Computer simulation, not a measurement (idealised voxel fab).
Title: Process Module voxel ribs on slabs
Pictured: cross-section cut, 215 nm wide, on a grid of 5 nm square cells.
Each cross-section below is a grid of square cells, stated as bands in top-down order, with one or more rows of cells making up each band. Top, bottom (nm), then materials left to right with widths (nm); lone material tagged "edge to edge" fills the whole band edge to edge; "air" = empty space. We count height from 0. Below that, the starting wafer is all one material. The lowest band never ends at the bottom but goes on down; see "from 0 down" for how that is written. The expression "30->40" gives the width at the extremes of the band, the first number at its top row of cells and the second at its bottom row, with the width changing by equal amounts from each row to the next in between. A step reported as "no alteration" is a step in which no cell of the cross-section changed. Enclosed voids (no open way to top), threshold 8 cells or more, entry "Enclosed cavity list", notation width x height at distance, distance from left edge, nm. The remark found on a step's line after its settings is issued by the simulator itself and pertains to that step. overlay nm: mask right of planned place by this much (step with mask). Neg. = left.

[The steps planned for the process are as follows]
1. RECEIVE | material Si
2. DIRECTIONAL_DEP | material SiO2 | thk nm 25
3. DIRECTIONAL_DEP | material SiN | thk nm 25
4. MASKED_ETCH | tone cover | mask id RIB | width nm 30 | etch materials SiN | depth nm 15 | overlay nm 0
5. DIRECTIONAL_DEP | material aC | thk nm 15
6. PATTERN | tone cover | mask id SLAB | material resist | width nm 60 | thk nm 35 | overlay nm 0
7. DIRECTIONAL_ETCH | etch materials aC | depth nm 15
8. STRIP | etch materials resist
9. DIRECTIONAL_ETCH | etch materials SiN | depth nm 10
10. STRIP | etch materials aC
11. FILL_DEP | material SiO2 | thk nm 25
12. CMP | height nm 70
13. DIRECTIONAL_DEP | material W | thk nm 10
14. PATTERN | tone cover | mask id HEATER | material resist | width nm 40 | thk nm 20 | overlay nm 0
15. DIRECTIONAL_ETCH | etch materials W | depth nm 10
16. STRIP | etch materials resist
17. CONFORMAL_DEP | material SiO2 | thk nm 5

[As-received state of the wafer in cross-section, equivalent to post-step 1]
- from 0 down  Si edge to edge
- Enclosed cavity list: none

[Cross-sectional result after module completion. Note: starting condition and plan are unchanged from above; one processing mistake was made]
- from 85 to 80  75 air, 50 SiO2, 90 air
- from 80 to 75  75 air, 5 SiO2, 40 W, 5 SiO2, 90 air
- from 75 to 70  80 SiO2, 40 W, 95 SiO2
- from 70 to 50  SiO2 edge to edge
- from 50 to 35  90 SiO2, 30 SiN, 95 SiO2
- from 35 to 25  75 SiO2, 60 SiN, 80 SiO2
- from 25 to 0  SiO2 edge to edge
- from 0 down  Si edge to edge
- Enclosed cavity list: none
It is concluded that the wafer was processed incorrectly with respect to the plan, in that in deviation from the planned setting, step 14 was conducted as PATTERN | tone cover | mask id HEATER | material resist | width nm 40 | thk nm 20 | overlay nm -5
